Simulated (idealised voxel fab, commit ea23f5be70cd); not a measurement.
process module | voxel transistor to metal
cross-section cut | 180 nm wide | cells 5 nm
For the purposes of this document, a cross-section shall be understood as a grid of square cells, specified as bands listed in top-to-bottom order, each band consisting of one or more rows of cells.
Per band: top height and bottom height in nm, followed by the left-to-right materials and their widths in nm; "full width" marks a single material spanning edge to edge, "blank" marks empty space.
Basically, 0 is our baseline, since under it the wafer straight out of the box is all one material. The bottom band has no lower end and keeps on going down, so it looks like "0 and below".
The notation "30->40" denotes a width that varies across the rows of cells in the band, beginning at the first number in the top row, finishing at the second number in the bottom row, and changing by an identical amount from each row to the next.
Take "left unchanged" at face value: in the step it is given for, the cross-section changed in none of its cells.
"Sealed internal voids": empty spaces of 8 cells or more with no open way to the top, each given as width x height at distance, distance from the left edge, all in nm.
The remark found on a step's line after its settings is issued by the simulator itself and pertains to that step.
overlay nm: step with mask; distance mask lay right of planned place; negative value = left of planned place.

Steps in the process plan
1: RECEIVE | material Si
2: OXIDIZE | depth nm 5
3: CONFORMAL_DEP | material SiN | thk nm 10
4: PATTERN | tone cover | mask id ACTIVE | material resist | width nm 95 | thk nm 15 | overlay nm 0
5: DIRECTIONAL_ETCH | etch materials SiN | depth nm 10
6: DIRECTIONAL_ETCH | etch materials SiO2 | depth nm 5
7: DIRECTIONAL_ETCH | etch materials Si | depth nm 25
8: STRIP | etch materials resist
9: OXIDIZE | depth nm 5
10: FILL_DEP | material SiO2 | thk nm 15
11: CMP | height nm 10
12: SELECTIVE_ETCH | etch materials SiO2 | depth nm 5
13: STRIP | etch materials SiN
14: SELECTIVE_ETCH | etch materials SiO2 | depth nm 5
15: OXIDIZE | depth nm 5
16: DIRECTIONAL_DEP | material polySi | thk nm 20
17: DIRECTIONAL_DEP | material SiCN | thk nm 10
18: MASKED_ETCH | tone cover | mask id GATE | width nm 15 | etch materials SiCN | depth nm 20 | overlay nm 0
19: MASKED_ETCH | tone cover | mask id GATE | width nm 15 | etch materials polySi | depth nm 30 | overlay nm 0
20: CONFORMAL_DEP | material SiO2 | thk nm 5
21: DIRECTIONAL_ETCH | etch materials SiO2 | depth nm 5
22: CONFORMAL_DEP | material SiN | thk nm 10
23: DIRECTIONAL_ETCH | etch materials SiN | depth nm 10
24: DIRECTIONAL_ETCH | etch materials SiO2 | depth nm 5
25: DIRECTIONAL_ETCH | etch materials Si | depth nm 15
26: EPI | material nSi | thk nm 20
27: FILL_DEP | material SiO2 | thk nm 5
28: CMP | height nm 25
29: DIRECTIONAL_DEP | material SiO2 | thk nm 10
30: PATTERN | tone open | mask id CONTACT | material resist | width nm 25 | pitch nm 50 | thk nm 15 | overlay nm 0
31: DIRECTIONAL_ETCH | etch materials SiO2 | depth nm 25
32: STRIP | etch materials resist
33: CONFORMAL_DEP | material TiN | thk nm 5
34: FILL_DEP | material Ru | thk nm 5
35: CMP | height nm 35
36: CONFORMAL_DEP | material SiN | thk nm 5
37: DIRECTIONAL_DEP | material lowk | thk nm 20
38: PATTERN | tone open | mask id METAL_1 | material resist | width nm 15 | pitch nm 60 | thk nm 20 | overlay nm 0
39: DIRECTIONAL_ETCH | etch materials lowk | depth nm 20
40: DIRECTIONAL_ETCH | etch materials SiN | depth nm 5
41: STRIP | etch materials resist
42: CONFORMAL_DEP | material TiN | thk nm 5
43: FILL_DEP | material W | thk nm 5
44: CMP | height nm 60
45: CONFORMAL_DEP | material SiCN | thk nm 5

Run as planned: first of two wafers

As-received wafer cross-section (after step 1)
> 0 and below = Si full width
> Sealed internal voids: none

The wafer in cross-section once step 2 is complete
> 0 down to -5 = SiO2 full width
> Below -5, no change.

The wafer in cross-section once step 3 is complete
> 10 down to 0 = SiN full width
> Below 0, no change.

The wafer in cross-section once step 4 is complete
> 25 down to 10 = blank (40) | resist (95) | blank (45)
> Below 10, no change.

The wafer in cross-section once step 5 is complete
> 25 down to 10 = blank (40) | resist (95) | blank (45)
> 10 down to 0 = blank (40) | SiN (95) | blank (45)
> Below 0, no change.

The wafer in cross-section once step 6 is complete
> 25 down to 10 = blank (40) | resist (95) | blank (45)
> 10 down to 0 = blank (40) | SiN (95) | blank (45)
> 0 down to -5 = blank (40) | SiO2 (95) | blank (45)
> Below -5, no change.

The wafer in cross-section once step 7 is complete
> 25 down to 10 = blank (40) | resist (95) | blank (45)
> 10 down to 0 = blank (40) | SiN (95) | blank (45)
> 0 down to -5 = blank (40) | SiO2 (95) | blank (45)
> -5 down to -30 = blank (40) | Si (95) | blank (45)
> Below -30, no change.

The wafer in cross-section once step 8 is complete
> 10 down to 0 = blank (40) | SiN (95) | blank (45)
> Below 0, no change.

The wafer in cross-section once step 9 is complete
> 10 down to 0 = blank (40) | SiN (95) | blank (45)
> 0 down to -5 = blank (40) | SiO2 (95) | blank (45)
> -5 down to -30 = blank (40) | SiO2 (5) | Si (85) | SiO2 (5) | blank (45)
> -30 down to -35 = SiO2 (45) | Si (85) | SiO2 (50)
> Below -35, no change.

The wafer in cross-section once step 10 is complete
> 25 down to 10 = SiO2 full width
> 10 down to 0 = SiO2 (40) | SiN (95) | SiO2 (45)
> 0 down to -5 = SiO2 full width
> -5 down to -35 = SiO2 (45) | Si (85) | SiO2 (50)
> Below -35, no change.

The wafer in cross-section once step 11 is complete
> 10 down to 0 = SiO2 (40) | SiN (95) | SiO2 (45)
> Below 0, no change.

The wafer in cross-section once step 12 is complete
> 10 down to 5 = blank (40) | SiN (95) | blank (45)
> Below 5, no change.

The wafer in cross-section once step 13 is complete
> 5 down to 0 = SiO2 (40) | blank (95) | SiO2 (45)
> Below 0, no change.

The wafer in cross-section once step 14 is complete
> 0 down to -5 = SiO2 (35) | blank (105) | SiO2 (40)
> Below -5, no change.

The wafer in cross-section once step 15 is complete
> 0 down to -5 = SiO2 (35) | blank (105) | SiO2 (40)
> -5 down to -10 = SiO2 full width
> Below -10, no change.

The wafer in cross-section once step 16 is complete
> 20 down to 15 = polySi (35) | blank (105) | polySi (40)
> 15 down to 0 = polySi full width
> 0 down to -5 = SiO2 (35) | polySi (105) | SiO2 (40)
> Below -5, no change.

The wafer in cross-section once step 17 is complete
> 30 down to 25 = SiCN (35) | blank (105) | SiCN (40)
> 25 down to 20 = SiCN full width
> 20 down to 15 = polySi (35) | SiCN (105) | polySi (40)
> Below 15, no change.

The wafer in cross-section once step 18 is complete
> 25 down to 20 = blank (80) | SiCN (15) | blank (85)
> 20 down to 15 = polySi (35) | blank (45) | SiCN (15) | blank (45) | polySi (40)
> Below 15, no change.

The wafer in cross-section once step 19 is complete
> 25 down to 15 = blank (80) | SiCN (15) | blank (85)
> 15 down to 0 = blank (80) | polySi (15) | blank (85)
> 0 down to -5 = SiO2 (35) | blank (45) | polySi (15) | blank (45) | SiO2 (40)
> Below -5, no change.

The wafer in cross-section once step 20 is complete
> 30 down to 25 = blank (75) | SiO2 (25) | blank (80)
> 25 down to 15 = blank (75) | SiO2 (5) | SiCN (15) | SiO2 (5) | blank (80)
> 15 down to 5 = blank (75) | SiO2 (5) | polySi (15) | SiO2 (5) | blank (80)
> 5 down to 0 = SiO2 (40) | blank (35) | SiO2 (5) | polySi (15) | SiO2 (5) | blank (35) | SiO2 (45)
> 0 down to -5 = SiO2 (80) | polySi (15) | SiO2 (85)
> Below -5, no change.

The wafer in cross-section once step 21 is complete
> 25 down to 15 = blank (75) | SiO2 (5) | SiCN (15) | SiO2 (5) | blank (80)
> 15 down to 0 = blank (75) | SiO2 (5) | polySi (15) | SiO2 (5) | blank (80)
> 0 down to -5 = SiO2 (40) | blank (35) | SiO2 (5) | polySi (15) | SiO2 (5) | blank (35) | SiO2 (45)
> Below -5, no change.

The wafer in cross-section once step 22 is complete
> 35 down to 25 = blank (65) | SiN (45) | blank (70)
> 25 down to 15 = blank (65) | SiN (10) | SiO2 (5) | SiCN (15) | SiO2 (5) | SiN (10) | blank (70)
> 15 down to 10 = blank (65) | SiN (10) | SiO2 (5) | polySi (15) | SiO2 (5) | SiN (10) | blank (70)
> 10 down to 5 = SiN (50) | blank (15) | SiN (10) | SiO2 (5) | polySi (15) | SiO2 (5) | SiN (10) | blank (15) | SiN (55)
> 5 down to 0 = SiN (75) | SiO2 (5) | polySi (15) | SiO2 (5) | SiN (80)
> 0 down to -5 = SiO2 (40) | SiN (35) | SiO2 (5) | polySi (15) | SiO2 (5) | SiN (35) | SiO2 (45)
> Below -5, no change.

The wafer in cross-section once step 23 is complete
> 25 down to 15 = blank (65) | SiN (10) | SiO2 (5) | SiCN (15) | SiO2 (5) | SiN (10) | blank (70)
> 15 down to 0 = blank (65) | SiN (10) | SiO2 (5) | polySi (15) | SiO2 (5) | SiN (10) | blank (70)
> 0 down to -5 = SiO2 (40) | SiN (10) | blank (15) | SiN (10) | SiO2 (5) | polySi (15) | SiO2 (5) | SiN (10) | blank (15) | SiN (10) | SiO2 (45)
> Below -5, no change.

The wafer in cross-section once step 24 is complete
> 25 down to 20 = blank (65) | SiN (10) | blank (5) | SiCN (15) | blank (5) | SiN (10) | blank (70)
> 20 down to 15 = blank (65) | SiN (10) | SiO2 (5) | SiCN (15) | SiO2 (5) | SiN (10) | blank (70)
> 15 down to 0 = blank (65) | SiN (10) | SiO2 (5) | polySi (15) | SiO2 (5) | SiN (10) | blank (70)
> 0 down to -5 = blank (40) | SiN (10) | blank (15) | SiN (10) | SiO2 (5) | polySi (15) | SiO2 (5) | SiN (10) | blank (15) | SiN (10) | blank (45)
> -5 down to -10 = SiO2 (50) | blank (15) | SiO2 (45) | blank (15) | SiO2 (55)
> Below -10, no change.

The wafer in cross-section once step 25 is complete
> 25 down to 20 = blank (65) | SiN (10) | blank (5) | SiCN (15) | blank (5) | SiN (10) | blank (70)
> 20 down to 15 = blank (65) | SiN (10) | SiO2 (5) | SiCN (15) | SiO2 (5) | SiN (10) | blank (70)
> 15 down to 0 = blank (65) | SiN (10) | SiO2 (5) | polySi (15) | SiO2 (5) | SiN (10) | blank (70)
> 0 down to -5 = blank (40) | SiN (10) | blank (15) | SiN (10) | SiO2 (5) | polySi (15) | SiO2 (5) | SiN (10) | blank (15) | SiN (10) | blank (45)
> -5 down to -10 = SiO2 (50) | blank (15) | SiO2 (45) | blank (15) | SiO2 (55)
> -10 down to -25 = SiO2 (45) | Si (5) | blank (15) | Si (45) | blank (15) | Si (5) | SiO2 (50)
> Below -25, no change.

The wafer in cross-section once step 26 is complete
> 25 down to 20 = blank (65) | SiN (10) | blank (5) | SiCN (15) | blank (5) | SiN (10) | blank (70)
> 20 down to 15 = blank (65) | SiN (10) | SiO2 (5) | SiCN (15) | SiO2 (5) | SiN (10) | blank (70)
> 15 down to 10 = blank (65) | SiN (10) | SiO2 (5) | polySi (15) | SiO2 (5) | SiN (10) | blank (70)
> 10 down to 0 = blank (40) | nSi (25) | SiN (10) | SiO2 (5) | polySi (15) | SiO2 (5) | SiN (10) | nSi (25) | blank (45)
> 0 down to -5 = blank (40) | SiN (10) | nSi (15) | SiN (10) | SiO2 (5) | polySi (15) | SiO2 (5) | SiN (10) | nSi (15) | SiN (10) | blank (45)
> -5 down to -10 = SiO2 (50) | nSi (15) | SiO2 (45) | nSi (15) | SiO2 (55)
> -10 down to -25 = SiO2 (45) | Si (5) | nSi (15) | Si (45) | nSi (15) | Si (5) | SiO2 (50)
> Below -25, no change.

The wafer in cross-section once step 27 is complete
> 30 down to 25 = SiO2 full width
> 25 down to 15 = SiO2 (65) | SiN (10) | SiO2 (5) | SiCN (15) | SiO2 (5) | SiN (10) | SiO2 (70)
> 15 down to 10 = SiO2 (65) | SiN (10) | SiO2 (5) | polySi (15) | SiO2 (5) | SiN (10) | SiO2 (70)
> 10 down to 0 = SiO2 (40) | nSi (25) | SiN (10) | SiO2 (5) | polySi (15) | SiO2 (5) | SiN (10) | nSi (25) | SiO2 (45)
> 0 down to -5 = SiO2 (40) | SiN (10) | nSi (15) | SiN (10) | SiO2 (5) | polySi (15) | SiO2 (5) | SiN (10) | nSi (15) | SiN (10) | SiO2 (45)
> Below -5, no change.

The wafer in cross-section once step 28 is complete
> 25 down to 15 = SiO2 (65) | SiN (10) | SiO2 (5) | SiCN (15) | SiO2 (5) | SiN (10) | SiO2 (70)
> Below 15, no change.

The wafer in cross-section once step 29 is complete
> 35 down to 25 = SiO2 full width
> Below 25, no change.

The wafer in cross-section once step 30 is complete
> 50 down to 35 = resist (50) | blank (25) | resist (25) | blank (25) | resist (55)
> Below 35, no change.

The wafer in cross-section once step 31 is complete
> 50 down to 35 = resist (50) | blank (25) | resist (25) | blank (25) | resist (55)
> 35 down to 25 = SiO2 (50) | blank (25) | SiO2 (25) | blank (25) | SiO2 (55)
> 25 down to 15 = SiO2 (50) | blank (15) | SiN (10) | SiO2 (5) | SiCN (15) | SiO2 (5) | SiN (10) | blank (15) | SiO2 (55)
> 15 down to 10 = SiO2 (50) | blank (15) | SiN (10) | SiO2 (5) | polySi (15) | SiO2 (5) | SiN (10) | blank (15) | SiO2 (55)
> Below 10, no change.

The wafer in cross-section once step 32 is complete
> 35 down to 25 = SiO2 (50) | blank (25) | SiO2 (25) | blank (25) | SiO2 (55)
> Below 25, no change.

The wafer in cross-section once step 33 is complete
> 40 down to 35 = TiN (55) | blank (15) | TiN (35) | blank (15) | TiN (60)
> 35 down to 25 = SiO2 (50) | TiN (5) | blank (15->5) | TiN (5->15) | SiO2 (25) | TiN (5->15) | blank (15->5) | TiN (5) | SiO2 (55)
> 25 down to 15 = SiO2 (50) | TiN (5) | blank (5) | TiN (5) | SiN (10) | SiO2 (5) | SiCN (15) | SiO2 (5) | SiN (10) | TiN (5) | blank (5) | TiN (5) | SiO2 (55)
> 15 down to 10 = SiO2 (50) | TiN (15) | SiN (10) | SiO2 (5) | polySi (15) | SiO2 (5) | SiN (10) | TiN (15) | SiO2 (55)
> Below 10, no change.

The wafer in cross-section once step 34 is complete
> 45 down to 40 = Ru full width
> 40 down to 35 = TiN (55) | Ru (15) | TiN (35) | Ru (15) | TiN (60)
> 35 down to 25 = SiO2 (50) | TiN (5) | Ru (15->5) | TiN (5->15) | SiO2 (25) | TiN (5->15) | Ru (15->5) | TiN (5) | SiO2 (55)
> 25 down to 15 = SiO2 (50) | TiN (5) | Ru (5) | TiN (5) | SiN (10) | SiO2 (5) | SiCN (15) | SiO2 (5) | SiN (10) | TiN (5) | Ru (5) | TiN (5) | SiO2 (55)
> Below 15, no change.

The wafer in cross-section once step 35 is complete
> 35 down to 25 = SiO2 (50) | TiN (5) | Ru (15->5) | TiN (5->15) | SiO2 (25) | TiN (5->15) | Ru (15->5) | TiN (5) | SiO2 (55)
> Below 25, no change.

The wafer in cross-section once step 36 is complete
> 40 down to 35 = SiN full width
> Below 35, no change.

The wafer in cross-section once step 37 is complete
> 60 down to 40 = lowk full width
> Below 40, no change.

The wafer in cross-section once step 38 is complete
> 80 down to 60 = resist (50) | blank (15) | resist (45) | blank (15) | resist (55)
> Below 60, no change.

The wafer in cross-section once step 39 is complete
> 80 down to 60 = resist (50) | blank (15) | resist (45) | blank (15) | resist (55)
> 60 down to 40 = lowk (50) | blank (15) | lowk (45) | blank (15) | lowk (55)
> Below 40, no change.

The wafer in cross-section once step 40 is complete
> 80 down to 60 = resist (50) | blank (15) | resist (45) | blank (15) | resist (55)
> 60 down to 40 = lowk (50) | blank (15) | lowk (45) | blank (15) | lowk (55)
> 40 down to 35 = SiN (50) | blank (15) | SiN (45) | blank (15) | SiN (55)
> Below 35, no change.

The wafer in cross-section once step 41 is complete
> 60 down to 40 = lowk (50) | blank (15) | lowk (45) | blank (15) | lowk (55)
> Below 40, no change.

The wafer in cross-section once step 42 is complete
> 65 down to 60 = TiN (55) | blank (5) | TiN (55) | blank (5) | TiN (60)
> 60 down to 40 = lowk (50) | TiN (5) | blank (5) | TiN (5) | lowk (45) | TiN (5) | blank (5) | TiN (5) | lowk (55)
> 40 down to 35 = SiN (50) | TiN (15) | SiN (45) | TiN (15) | SiN (55)
> Below 35, no change.

The wafer in cross-section once step 43 is complete
> 70 down to 65 = W full width
> 65 down to 60 = TiN (55) | W (5) | TiN (55) | W (5) | TiN (60)
> 60 down to 40 = lowk (50) | TiN (5) | W (5) | TiN (5) | lowk (45) | TiN (5) | W (5) | TiN (5) | lowk (55)
> Below 40, no change.

The wafer in cross-section once step 44 is complete
> 60 down to 40 = lowk (50) | TiN (5) | W (5) | TiN (5) | lowk (45) | TiN (5) | W (5) | TiN (5) | lowk (55)
> Below 40, no change.

The wafer in cross-section once step 45 is complete
> 65 down to 60 = SiCN full width
> Below 60, no change.

Wafer two. Same start, same plan, one slip in execution. Same as wafer one through step 29, inclusive

Cross-section of the second wafer corresponding to the planned conclusion of step 30
> 50 down to 35 = blank (50) | resist (25) | blank (25) | resist (25) | blank (55)
> Below 35, no change.

Cross-section of the second wafer corresponding to the planned conclusion of step 31
> 50 down to 35 = blank (50) | resist (25) | blank (25) | resist (25) | blank (55)
> 35 down to 25 = blank (50) | SiO2 (25) | blank (25) | SiO2 (25) | blank (55)
> 25 down to 15 = blank (50) | SiO2 (15) | SiN (10) | blank (5) | SiCN (15) | blank (5) | SiN (10) | SiO2 (15) | blank (55)
> 15 down to 10 = blank (50) | SiO2 (15) | SiN (10) | blank (5) | polySi (15) | blank (5) | SiN (10) | SiO2 (15) | blank (55)
> Below 10, no change.

Cross-section of the second wafer corresponding to the planned conclusion of step 32
> 35 down to 25 = blank (50) | SiO2 (25) | blank (25) | SiO2 (25) | blank (55)
> Below 25, no change.

Cross-section of the second wafer corresponding to the planned conclusion of step 33
> 40 down to 35 = blank (45) | TiN (35) | blank (15) | TiN (35) | blank (50)
> 35 down to 30 = blank (45) | TiN (5) | SiO2 (25) | TiN (5) | blank (15) | TiN (5) | SiO2 (25) | TiN (5) | blank (50)
> 30 down to 25 = blank (45) | TiN (5) | SiO2 (25) | TiN (25) | SiO2 (25) | TiN (5) | blank (50)
> 25 down to 15 = blank (45) | TiN (5) | SiO2 (15) | SiN (10) | TiN (5) | SiCN (15) | TiN (5) | SiN (10) | SiO2 (15) | TiN (5) | blank (50)
> 15 down to 10 = TiN (50) | SiO2 (15) | SiN (10) | TiN (5) | polySi (15) | TiN (5) | SiN (10) | SiO2 (15) | TiN (55)
> Below 10, no change.

Cross-section of the second wafer corresponding to the planned conclusion of step 34
> 45 down to 40 = Ru full width
> 40 down to 35 = Ru (45) | TiN (35) | Ru (15) | TiN (35) | Ru (50)
> 35 down to 30 = Ru (45) | TiN (5) | SiO2 (25) | TiN (5) | Ru (15) | TiN (5) | SiO2 (25) | TiN (5) | Ru (50)
> 30 down to 25 = Ru (45) | TiN (5) | SiO2 (25) | TiN (25) | SiO2 (25) | TiN (5) | Ru (50)
> 25 down to 15 = Ru (45) | TiN (5) | SiO2 (15) | SiN (10) | TiN (5) | SiCN (15) | TiN (5) | SiN (10) | SiO2 (15) | TiN (5) | Ru (50)
> Below 15, no change.

Cross-section of the second wafer corresponding to the planned conclusion of step 35
> 35 down to 30 = Ru (45) | TiN (5) | SiO2 (25) | TiN (5) | Ru (15) | TiN (5) | SiO2 (25) | TiN (5) | Ru (50)
> Below 30, no change.

Cross-section of the second wafer corresponding to the planned conclusion of step 36
> 40 down to 35 = SiN full width
> Below 35, no change.

Cross-section of the second wafer corresponding to the planned conclusion of step 37
> 60 down to 40 = lowk full width
> Below 40, no change.

Cross-section of the second wafer corresponding to the planned conclusion of step 38
> 80 down to 60 = resist (50) | blank (15) | resist (45) | blank (15) | resist (55)
> Below 60, no change.

Cross-section of the second wafer corresponding to the planned conclusion of step 39
> 80 down to 60 = resist (50) | blank (15) | resist (45) | blank (15) | resist (55)
> 60 down to 40 = lowk (50) | blank (15) | lowk (45) | blank (15) | lowk (55)
> Below 40, no change.

Cross-section of the second wafer corresponding to the planned conclusion of step 40
> 80 down to 60 = resist (50) | blank (15) | resist (45) | blank (15) | resist (55)
> 60 down to 40 = lowk (50) | blank (15) | lowk (45) | blank (15) | lowk (55)
> 40 down to 35 = SiN (50) | blank (15) | SiN (45) | blank (15) | SiN (55)
> Below 35, no change.

Cross-section of the second wafer corresponding to the planned conclusion of step 41
> 60 down to 40 = lowk (50) | blank (15) | lowk (45) | blank (15) | lowk (55)
> Below 40, no change.

Cross-section of the second wafer corresponding to the planned conclusion of step 42
> 65 down to 60 = TiN (55) | blank (5) | TiN (55) | blank (5) | TiN (60)
> 60 down to 40 = lowk (50) | TiN (5) | blank (5) | TiN (5) | lowk (45) | TiN (5) | blank (5) | TiN (5) | lowk (55)
> 40 down to 35 = SiN (50) | TiN (15) | SiN (45) | TiN (15) | SiN (55)
> Below 35, no change.

Cross-section of the second wafer corresponding to the planned conclusion of step 43
> 70 down to 65 = W full width
> 65 down to 60 = TiN (55) | W (5) | TiN (55) | W (5) | TiN (60)
> 60 down to 40 = lowk (50) | TiN (5) | W (5) | TiN (5) | lowk (45) | TiN (5) | W (5) | TiN (5) | lowk (55)
> Below 40, no change.

Cross-section of the second wafer corresponding to the planned conclusion of step 44
> 60 down to 40 = lowk (50) | TiN (5) | W (5) | TiN (5) | lowk (45) | TiN (5) | W (5) | TiN (5) | lowk (55)
> Below 40, no change.

Cross-section of the second wafer corresponding to the planned conclusion of step 45
> 65 down to 60 = SiCN full width
> Below 60, no change.
Here's what went sideways: note that step 30 departed from the planned setting and was carried out as PATTERN | tone cover | mask id CONTACT | material resist | width nm 25 | pitch nm 50 | thk nm 15 | overlay nm 0
Cell-count delta at end, second wafer over first, by material: +67 Ru, -83 SiO2, +16 TiN
